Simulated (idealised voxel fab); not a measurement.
process module | voxel capacitor over wiring
cross-section cut | 195 nm wide | cells 5 nm
A cross-section is a grid of square cells, given in bands from the top down. A band is one or more rows of cells.
Each band's line starts with the height of the band's top and of its bottom, in nm. Then come its materials from left to right, each with its width in nm. One material with "throughout" fills the band from edge to edge. "air" is empty space.
Height 0 is the level under which the wafer as received is all one material. The lowest band goes on downwards, as in "0 down".
A width such as "30 to 40" changes by the same amount from each row of cells to the next, from the band's top row to its bottom row.
"no change" after a step means that no cell of the cross-section changed.
closed voids: empty space of 8 cells or more with no open way to the top, each as width x height at its distance from the left edge, in nm
after a step's settings: what the simulator itself notes on the step
overlay nm, on a step with a mask: how far to the right of its planned place the mask lay; to the left if negative
plan
1 op RECEIVE | material Si
2 op CONFORMAL_DEP | material SiO2 | thk nm 10
3 op DIRECTIONAL_DEP | material TiN | thk nm 5
4 op DIRECTIONAL_DEP | material W | thk nm 25
5 op DIRECTIONAL_DEP | material aC | thk nm 15
6 op PATTERN | tone cover | mask id METAL_1 | material resist | width nm 30 | pitch nm 85 | thk nm 30 | overlay nm -15
7 op DIRECTIONAL_ETCH | etch materials aC | depth nm 15
8 op STRIP | etch materials resist
9 op DIRECTIONAL_ETCH | etch materials W | depth nm 25
10 op DIRECTIONAL_ETCH | etch materials TiN | depth nm 5
11 op STRIP | etch materials aC
12 op FILL_DEP | material lowk | thk nm 10
13 op CMP | height nm 40
14 op CONFORMAL_DEP | material SiCN | thk nm 5
15 op DIRECTIONAL_DEP | material lowk | thk nm 15
16 op MASKED_ETCH | tone open | mask id PLUG_1 | width nm 15 | etch materials lowk | depth nm 15 | overlay nm 0
17 op MASKED_ETCH | tone open | mask id PLUG_1 | width nm 15 | etch materials SiCN | depth nm 5 | overlay nm 0
18 op EPI | material Ru | thk nm 10
19 op EPI | material Ru | thk nm 10
20 op DIRECTIONAL_DEP | material TiN | thk nm 10
21 op DIRECTIONAL_DEP | material Al2O3 | thk nm 5
22 op DIRECTIONAL_DEP | material TiN | thk nm 10
23 op MASKED_ETCH | tone cover | mask id UPPER_PLATE | width nm 60 | etch materials TiN | depth nm 10 | overlay nm 0
24 op MASKED_ETCH | tone cover | mask id UPPER_PLATE | width nm 60 | etch materials Al2O3 | depth nm 5 | overlay nm 0
25 op DIRECTIONAL_DEP | material aC | thk nm 15
26 op PATTERN | tone cover | mask id LOWER_PLATE | material resist | width nm 70 | thk nm 30 | overlay nm 0
27 op DIRECTIONAL_ETCH | etch materials aC | depth nm 15
28 op STRIP | etch materials resist
29 op DIRECTIONAL_ETCH | etch materials TiN | depth nm 10
30 op STRIP | etch materials aC
31 op FILL_DEP | material SiO2 | thk nm 20
32 op CMP | height nm 100
33 op PATTERN | tone open | mask id PLUG_2 | material resist | width nm 15 | thk nm 15 | overlay nm 0
34 op DIRECTIONAL_ETCH | etch materials SiO2 | depth nm 15
35 op STRIP | etch materials resist
36 op CONFORMAL_DEP | material TiN | thk nm 5
37 op FILL_DEP | material W | thk nm 5
38 op CMP | height nm 100
39 op CONFORMAL_DEP | material SiCN | thk nm 5
varied across the wafers: overlay nm of step 6. The plan shows the first wafer's value. All wafers start alike
first wafer as received, after step 1
  0 down: Si throughout
  closed voids: none
each wafer at the end: cells of each material gained (+) or lost (-) since it was received, then its closed voids
overlay nm -15 | +12 Al2O3 | +75 SiCN | +329 SiO2 | +71 TiN | +62 W | +270 lowk | closed voids: none
overlay nm -10 | +12 Al2O3 | +12 Ru | +75 SiCN | +317 SiO2 | +71 TiN | +62 W | +270 lowk | closed voids: none
overlay nm -5 | +12 Al2O3 | +12 Ru | +75 SiCN | +317 SiO2 | +71 TiN | +62 W | +270 lowk | closed voids: none
overlay nm 0 | +12 Al2O3 | +12 Ru | +75 SiCN | +317 SiO2 | +71 TiN | +62 W | +270 lowk | closed voids: none
overlay nm 5 | +12 Al2O3 | +12 Ru | +75 SiCN | +317 SiO2 | +71 TiN | +62 W | +270 lowk | closed voids: none
overlay nm 10 | +12 Al2O3 | +12 Ru | +75 SiCN | +317 SiO2 | +71 TiN | +62 W | +270 lowk | closed voids: none
overlay nm 15 | +12 Al2O3 | +12 Ru | +75 SiCN | +317 SiO2 | +71 TiN | +62 W | +270 lowk | closed voids: none
